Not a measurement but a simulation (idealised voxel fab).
process module | voxel self aligned vias
cross-section cut | 250 nm wide | cells 5 nm
A cross-section is a grid of square cells, given in bands from the top down. A band is one or more rows of cells.
Each band's line starts with the height of the band's top and of its bottom, in nm. Then come its materials from left to right, each with its width in nm. One material with "throughout" fills the band from edge to edge. "air" is empty space.
Height 0 is the level under which the wafer as received is all one material. The lowest band goes on downwards, as in "0 down".
A width such as "30 to 40" changes by the same amount from each row of cells to the next, from the band's top row to its bottom row.
"no change" after a step means that no cell of the cross-section changed.
closed voids: empty space of 8 cells or more with no open way to the top, each as width x height at its distance from the left edge, in nm
after a step's settings: what the simulator itself notes on the step
overlay nm, on a step with a mask: how far to the right of its planned place the mask lay; to the left if negative
plan
1 op RECEIVE | material Si
2 op CONFORMAL_DEP | material SiO2 | thk nm 15
3 op CONFORMAL_DEP | material SiCN | thk nm 5
4 op DIRECTIONAL_DEP | material SiO2 | thk nm 20
5 op MASKED_ETCH | tone open | mask id LINES | width nm 20 | pitch nm 60 | etch materials SiO2 | depth nm 20 | overlay nm 0
6 op CONFORMAL_DEP | material TiN | thk nm 5
7 op FILL_DEP | material Ru | thk nm 5
8 op CMP | height nm 40
9 op SELECTIVE_ETCH | etch materials W Ru TiN | depth nm 10
10 op FILL_DEP | material SiN | thk nm 5
11 op CMP | height nm 40
12 op DIRECTIONAL_DEP | material SiO2 | thk nm 15
13 op PATTERN | tone open | mask id VIAS | material resist | width nm 30 | pitch nm 120 | thk nm 20 | overlay nm -15
14 op DIRECTIONAL_ETCH | etch materials SiO2 | depth nm 15
15 op DIRECTIONAL_ETCH | etch materials SiN | depth nm 10
16 op STRIP | etch materials resist
17 op CONFORMAL_DEP | material TiN | thk nm 5
18 op FILL_DEP | material Ru | thk nm 10
19 op CMP | height nm 55
20 op CONFORMAL_DEP | material SiN | thk nm 5
varied across the wafers: overlay nm of step 13. The plan shows the first wafer's value. All wafers start alike
first wafer as received, after step 1
  0 down: Si throughout
  closed voids: none
each wafer at the end: cells of each material gained (+) or lost (-) since it was received, then its closed voids
overlay nm -15 | +22 Ru | +50 SiCN | +66 SiN | +416 SiO2 | +46 TiN | closed voids: none
overlay nm -10 | +26 Ru | +50 SiCN | +62 SiN | +416 SiO2 | +46 TiN | closed voids: none
overlay nm -5 | +30 Ru | +50 SiCN | +58 SiN | +416 SiO2 | +46 TiN | closed voids: none
overlay nm 0 | +30 Ru | +50 SiCN | +58 SiN | +416 SiO2 | +46 TiN | closed voids: none
overlay nm 5 | +30 Ru | +50 SiCN | +58 SiN | +416 SiO2 | +46 TiN | closed voids: none
overlay nm 10 | +26 Ru | +50 SiCN | +62 SiN | +416 SiO2 | +46 TiN | closed voids: none
overlay nm 15 | +22 Ru | +50 SiCN | +66 SiN | +416 SiO2 | +46 TiN | closed voids: none
